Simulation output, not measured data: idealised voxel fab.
Process module under the name voxel self aligned vias
The cross-section on display is named cut; it measures 280 nm wide, and its cells are 5 nm squares.
How to read a cross-section here: the picture is a grid of square cells, written as bands going from the top down, and any band can span one or more rows of cells.
Quick guide to a band line: top height, bottom height (nm) up front; then every material left to right with its width in nm. Only one material and it's marked "everywhere"? Then it fills the band edge to edge. And "empty" just means empty space.
Below 0: as-received wafer, all one material; heights counted from there. Lowest band: no bottom, goes on down, written "0 down".
When a width is written as two numbers, as in "30..40", the first number is the width in the top row of cells of the band and the second is the width in its bottom row, and the width changes by the same amount from each row to the next.
"everything unchanged" means the step left every cell of the cross-section as it was.
Empty spaces without an open route to the top, at least 8 cells in extent, make up the entry "Closed void table"; each is given as width x height at distance, where the distance is measured from the left edge, and all are in nm.
If you see something after the settings on a step's line, that's the simulator's own remark about that step.
For masked steps, "overlay nm" on the step line gives how far right of plan the mask actually lay; a minus sign means it lay to the left.

[Process steps - plan]
- 1: RECEIVE with material Si
- 2: CONFORMAL_DEP with material SiO2, thk nm 15
- 3: CONFORMAL_DEP with material SiCN, thk nm 5
- 4: DIRECTIONAL_DEP with material SiO2, thk nm 20
- 5: MASKED_ETCH with tone open, mask id LINES, width nm 20, pitch nm 45, etch materials SiO2, depth nm 20, overlay nm 0
- 6: CONFORMAL_DEP with material TiN, thk nm 5
- 7: FILL_DEP with material W, thk nm 5
- 8: CMP with height nm 40
- 9: SELECTIVE_ETCH with etch materials W Ru TiN, depth nm 5
- 10: FILL_DEP with material SiN, thk nm 10
- 11: CMP with height nm 40
- 12: DIRECTIONAL_DEP with material SiO2, thk nm 15
- 13: DIRECTIONAL_DEP with material aC, thk nm 10
- 14: PATTERN with tone open, mask id VIAS, material resist, width nm 30, pitch nm 45, thk nm 25, overlay nm 0
- 15: DIRECTIONAL_ETCH with etch materials aC, depth nm 10
- 16: STRIP with etch materials resist
- 17: DIRECTIONAL_ETCH with etch materials SiO2, depth nm 15
- 18: DIRECTIONAL_ETCH with etch materials SiN, depth nm 5
- 19: STRIP with etch materials aC
- 20: CONFORMAL_DEP with material TiN, thk nm 5
- 21: FILL_DEP with material W, thk nm 5
- 22: CMP with height nm 55
- 23: CONFORMAL_DEP with material SiCN, thk nm 5

[Wafer cross-section on receipt, i.e. after step 1]
0 down | Si everywhere
Closed void table: none

[First of two wafers, end-of-module section, run followed plan]
60 to 55 | SiCN everywhere
55 to 45 | 80 nm SiO2, 5 nm TiN, 20 nm W, 5 nm TiN, 15 nm SiO2, 5 nm TiN, 20 nm W, 5 nm TiN, 15 nm SiO2, 5 nm TiN, 20 nm W, 5 nm TiN, 80 nm SiO2
45 to 40 | 80 nm SiO2, 10 nm TiN, 10 nm W, 10 nm TiN, 15 nm SiO2, 10 nm TiN, 10 nm W, 10 nm TiN, 15 nm SiO2, 10 nm TiN, 10 nm W, 10 nm TiN, 80 nm SiO2
40 to 35 | 85 nm SiO2, 20 nm TiN, 25 nm SiO2, 20 nm TiN, 25 nm SiO2, 20 nm TiN, 85 nm SiO2
35 to 25 | 85 nm SiO2, 5 nm TiN, 10 nm W, 5 nm TiN, 25 nm SiO2, 5 nm TiN, 10 nm W, 5 nm TiN, 25 nm SiO2, 5 nm TiN, 10 nm W, 5 nm TiN, 85 nm SiO2
25 to 20 | 85 nm SiO2, 20 nm TiN, 25 nm SiO2, 20 nm TiN, 25 nm SiO2, 20 nm TiN, 85 nm SiO2
20 to 15 | SiCN everywhere
15 to 0 | SiO2 everywhere
0 down | Si everywhere
Closed void table: none

[second wafer at the end: like start, like plan, one mistake]
50 to 45 | SiCN everywhere
45 to 40 | 80 nm SiO2, 10 nm TiN, 10 nm W, 10 nm TiN, 15 nm SiO2, 10 nm TiN, 10 nm W, 10 nm TiN, 15 nm SiO2, 10 nm TiN, 10 nm W, 10 nm TiN, 80 nm SiO2
40 to 35 | 85 nm SiO2, 20 nm TiN, 25 nm SiO2, 20 nm TiN, 25 nm SiO2, 20 nm TiN, 85 nm SiO2
35 to 25 | 85 nm SiO2, 5 nm TiN, 10 nm W, 5 nm TiN, 25 nm SiO2, 5 nm TiN, 10 nm W, 5 nm TiN, 25 nm SiO2, 5 nm TiN, 10 nm W, 5 nm TiN, 85 nm SiO2
25 to 20 | 85 nm SiO2, 20 nm TiN, 25 nm SiO2, 20 nm TiN, 25 nm SiO2, 20 nm TiN, 85 nm SiO2
20 to 15 | SiCN everywhere
15 to 0 | SiO2 everywhere
0 down | Si everywhere
Closed void table: none
Here's what went sideways: off-plan run, step 22, actual operation and settings CMP with height nm 45
Count the cells at the end and the second wafer has more or fewer of some materials than the first: SiO2: 76 fewer | TiN: 12 fewer | W: 24 fewer
